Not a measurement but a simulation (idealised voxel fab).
Documented hereafter: the process module known as voxel ribs on slabs.
We display cut, a cross-section 155 nm in width whose square cells are each 5 nm.
Reading order for cross-sections: top band down to bottom band. Underlying form: a grid of square cells. Band size: one or more rows of cells.
Each band's line starts with the height of the band's top and of its bottom, in nm. Then come its materials from left to right, each with its width in nm. One material with "all across" fills the band from edge to edge. "empty" is empty space.
Heads up on the height convention: 0 is the point under which the incoming wafer is all one material, and the lowest band has no bottom, it just keeps going down, like "0 nm and below".
You'd read "30 to 40" like this: the band's top row of cells is as wide as the first number, its bottom row is as wide as the second, and going down, every row changes width by the same amount as the row before did.
Any step labelled "no modifications" changed none of the cells in the cross-section.
"Enclosed internal cavities" enumerates empty spaces isolated from the top, with no open way to it, that contain at least 8 cells, giving each as width x height at distance from the left edge, all three in nm.
On each step's line, the part that comes after the settings is the simulator's own comment on the step.
"overlay nm" answers the question of how far to the right of plan the mask lay on a step that has a mask, and when it is negative the answer is to the left.

-- Process steps foreseen in the plan
| 1 | RECEIVE, material Si |
| 2 | DIRECTIONAL_DEP, material SiO2, thk nm 30 |
| 3 | DIRECTIONAL_DEP, material polySi, thk nm 25 |
| 4 | PATTERN, tone cover, mask id RIB, material resist, width nm 30, thk nm 15, overlay nm 0 |
| 5 | DIRECTIONAL_ETCH, etch materials polySi, depth nm 10 |
| 6 | STRIP, etch materials resist |
| 7 | MASKED_ETCH, tone cover, mask id SLAB, width nm 60, etch materials polySi, depth nm 15, overlay nm 0 |
| 8 | FILL_DEP, material SiO2, thk nm 25 |
| 9 | CMP, height nm 70 |
| 10 | DIRECTIONAL_DEP, material W, thk nm 10 |
| 11 | PATTERN, tone cover, mask id HEATER, material resist, width nm 40, thk nm 15, overlay nm 0 |
| 12 | DIRECTIONAL_ETCH, etch materials W, depth nm 10 |
| 13 | STRIP, etch materials resist |
| 14 | CONFORMAL_DEP, material SiO2, thk nm 10 |

-- As-received wafer cross-section (after step 1)
- 0 nm and below | Si all across
- Enclosed internal cavities: none

-- a wafer at the end: this start, this plan, one mistake
- 90 nm to 80 nm | 45 nm empty; 60 nm SiO2; 50 nm empty
- 80 nm to 70 nm | 55 nm SiO2; 40 nm W; 60 nm SiO2
- 70 nm to 25 nm | SiO2 all across
- 25 nm to 0 nm | polySi all across
- 0 nm and below | Si all across
- Enclosed internal cavities: none
It is concluded that the wafer was processed incorrectly with respect to the plan, in that mixed up steps 2 and 3 - ran each in the other's place
